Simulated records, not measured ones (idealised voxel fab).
process module | voxel trench capacitor
cross-section cut | 285 nm wide | cells 5 nm
A cross-section is a grid of square cells, given in bands from the top down. A band is one or more rows of cells.
Each band's line starts with the height of the band's top and of its bottom, in nm. Then come its materials from left to right, each with its width in nm. One material with "throughout" fills the band from edge to edge. "air" is empty space.
Height 0 is the level under which the wafer as received is all one material. The lowest band goes on downwards, as in "0 down".
A width such as "30 to 40" changes by the same amount from each row of cells to the next, from the band's top row to its bottom row.
"no change" after a step means that no cell of the cross-section changed.
closed voids: empty space of 8 cells or more with no open way to the top, each as width x height at its distance from the left edge, in nm
after a step's settings: what the simulator itself notes on the step
overlay nm, on a step with a mask: how far to the right of its planned place the mask lay; to the left if negative
plan
1 op RECEIVE | material Si
2 op CONFORMAL_DEP | material SiN | thk nm 5
3 op MASKED_ETCH | tone open | mask id TRENCH | width nm 30 | pitch nm 50 | etch materials SiN | depth nm 5 | overlay nm 0
4 op MASKED_ETCH | tone open | mask id TRENCH | width nm 30 | pitch nm 50 | etch materials Si | depth nm 25 | overlay nm 0
5 op CONFORMAL_DEP | material HfO2 | thk nm 5
6 op CONFORMAL_DEP | material TiN | thk nm 5
7 op FILL_DEP | material W | thk nm 5
8 op CMP | height nm 5
as received, after step 1
  0 down: Si throughout
  closed voids: none
first wafer at the end, as planned
  5 to 0: SiN 100 | HfO2 5 | TiN 5 | W 10 | TiN 5 | HfO2 5 | SiN 20 | HfO2 5 | TiN 5 | W 10 | TiN 5 | HfO2 5 | SiN 105
  0 to -15: Si 100 | HfO2 5 | TiN 5 | W 10 | TiN 5 | HfO2 5 | Si 20 | HfO2 5 | TiN 5 | W 10 | TiN 5 | HfO2 5 | Si 105
  -15 to -20: Si 100 | HfO2 5 | TiN 20 | HfO2 5 | Si 20 | HfO2 5 | TiN 20 | HfO2 5 | Si 105
  -20 to -25: Si 100 | HfO2 30 | Si 20 | HfO2 30 | Si 105
  -25 down: Si throughout
  closed voids: none
second wafer at the end: like start, like plan, one mistake
  5 to 0: HfO2 100 | SiN 30 | HfO2 20 | SiN 30 | HfO2 105
  0 down: Si throughout
  closed voids: none
what went wrong: step 3 ran as: op MASKED_ETCH | tone cover | mask id TRENCH | width nm 30 | pitch nm 50 | etch materials SiN | depth nm 5 | overlay nm 0
at the end the second wafer has, in cells: 13 more of HfO2 | 60 more of Si | 33 fewer of SiN | 24 fewer of TiN | 16 fewer of W
